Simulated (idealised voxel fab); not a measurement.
Proc. module: voxel spacer lines
This is section cut - it's 220 nm across, gridded in 5 nm square cells.
If you're reading a cross-section in this doc, picture square cells in a grid; it comes to you as bands, top ones listed first down to the bottom, and a band can be one or more rows of cells. Band: top height; bottom height; in nm. Then, left to right: material with width in nm, for each material. "all across": a single material spanning edge to edge. "air": empty space. Height 0 is the level under which the wafer as received is all one material. The lowest band goes on downwards, as in "top 0, no bottom". A two-number width, for instance "30->40", indicates that the width is equal to the first number in the top row of the band and to the second number in the bottom row, and that it changes by a constant amount per row of cells. A step reported as "no alteration" is a step in which no cell of the cross-section changed. The entry titled "Enclosed cavities" provides the empty spaces that have no open way to the top, restricted to those of 8 cells or more. Each is presented as width x height at distance, the distance being measured from the left edge, with all three in nm. Formally, on a step line, whatever follows the settings is a remark that the simulator itself makes on the step. What "overlay nm" on a step's line means: if the step has a mask, that mask lay this far to the right of its planned place, or, when the value is negative, to the left.
Plan:
1 RECEIVE with material Si
2 CONFORMAL_DEP with material Al2O3, thk nm 5
3 DIRECTIONAL_DEP with material polySi, thk nm 15
4 DIRECTIONAL_DEP with material aC, thk nm 30
5 PATTERN with tone cover, mask id MANDREL, material resist, width nm 25, pitch nm 80, thk nm 40, overlay nm 0
6 DIRECTIONAL_ETCH with etch materials aC, depth nm 30
7 STRIP with etch materials resist
8 CONFORMAL_DEP with material SiN, thk nm 15
9 DIRECTIONAL_ETCH with etch materials SiN, depth nm 15
10 STRIP with etch materials aC
11 DIRECTIONAL_ETCH with etch materials polySi, depth nm 15
12 STRIP with etch materials SiN
The cross-section here shows the wafer as received, i.e. in its state after step 1:
> top 0, no bottom | Si all across
> Enclosed cavities: none
Cross-section at module end, one run error; start and plan unchanged from above:
> top 20, bottom 5 | air: 5 | polySi: 15 | air: 15 | polySi: 15 | air: 35 | polySi: 15 | air: 15 | polySi: 15 | air: 35 | polySi: 15 | air: 15 | polySi: 15 | air: 10
> top 5, bottom 0 | Al2O3 all across
> top 0, no bottom | Si all across
> Enclosed cavities: none
Against the plan, the run slipped here: note that step 5 departed from the planned setting and was carried out as PATTERN with tone cover, mask id MANDREL, material resist, width nm 15, pitch nm 80, thk nm 40, overlay nm 0
